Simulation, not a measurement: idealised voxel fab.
Presented below is a process module, voxel gate over fins.
Square cell edge 5 nm, section width 285 nm, ID cut.
Cross-sections here: square-cell grids, written as top-down lists of bands, a band being one or more rows of cells.
The band entry comprises the height of the band's top followed by the height of its bottom, expressed in nm, and subsequently the band's materials from left to right, each stated together with its width in nm. Where a single material is marked with the word "edge to edge", that material fills the band from edge to edge. The word "empty" represents empty space.
All heights in this document are referenced to 0, defined as the level beneath which the wafer, as received, consists entirely of one material. The lowest band is not bounded below; it extends indefinitely downward and is written in the form "0..down".
The notation "30..40" denotes a width that varies across the rows of cells in the band, beginning at the first number in the top row, finishing at the second number in the bottom row, and changing by an identical amount from each row to the next.
"nothing got changed" means the step left every cell of the cross-section as it was.
Voids not open to the top, 8 cells minimum: see "Enclosed internal voids". Written width x height at distance; distance is from the left edge; nm.
Post-settings text on a step line: simulator's own remark regarding the step.
overlay nm: step with mask; distance mask lay right of planned place; negative value = left of planned place.

-- Process steps - plan
1,RECEIVE | material Si
2,CONFORMAL_DEP | material SiN | thk nm 10
3,MASKED_ETCH | tone cover | mask id FINS | width nm 15 | pitch nm 35 | etch materials SiN | depth nm 5 | overlay nm 0
4,MASKED_ETCH | tone cover | mask id FINS | width nm 15 | pitch nm 35 | etch materials Si | depth nm 30 | overlay nm 0
5,OXIDIZE | depth nm 5
6,FILL_DEP | material SiO2 | thk nm 15
7,CMP | height nm 10
8,SELECTIVE_ETCH | etch materials SiO2 | depth nm 25
9,STRIP | etch materials SiN
10,CONFORMAL_DEP | material HfO2 | thk nm 5
11,CONFORMAL_DEP | material TiN | thk nm 5
12,CONFORMAL_DEP | material TiAl | thk nm 5
13,CONFORMAL_DEP | material TiN | thk nm 5
14,FILL_DEP | material W | thk nm 10
15,CMP | height nm 25
16,CONFORMAL_DEP | material SiN | thk nm 5
For this document, wafers share an identical start and vary in the step 3 depth nm; the plan quotes the first wafer's value.

-- Cross-section of the first incoming wafer of several, state after step 1
  0..down: Si edge to edge
  Enclosed internal voids: none

-- For your reference, the table is organized with a row per wafer; each row reflects the wafer at the end of the module, indicating for each material the cells gained (+) or lost (-) since receipt, and thereafter its closed voids
depth nm 5, +57 HfO2, +57 SiN, +57 TiAl, +114 TiN, +57 W, Enclosed internal voids: none
depth nm 10, +69 HfO2, -385 Si, +57 SiN, +220 SiO2, +69 TiAl, +132 TiN, +180 W, Enclosed internal voids: none
depth nm 15, +69 HfO2, -385 Si, +57 SiN, +220 SiO2, +69 TiAl, +132 TiN, +180 W, Enclosed internal voids: none
depth nm 20, +69 HfO2, -385 Si, +57 SiN, +220 SiO2, +69 TiAl, +132 TiN, +180 W, Enclosed internal voids: none
depth nm 25, +69 HfO2, -385 Si, +57 SiN, +220 SiO2, +69 TiAl, +132 TiN, +180 W, Enclosed internal voids: none
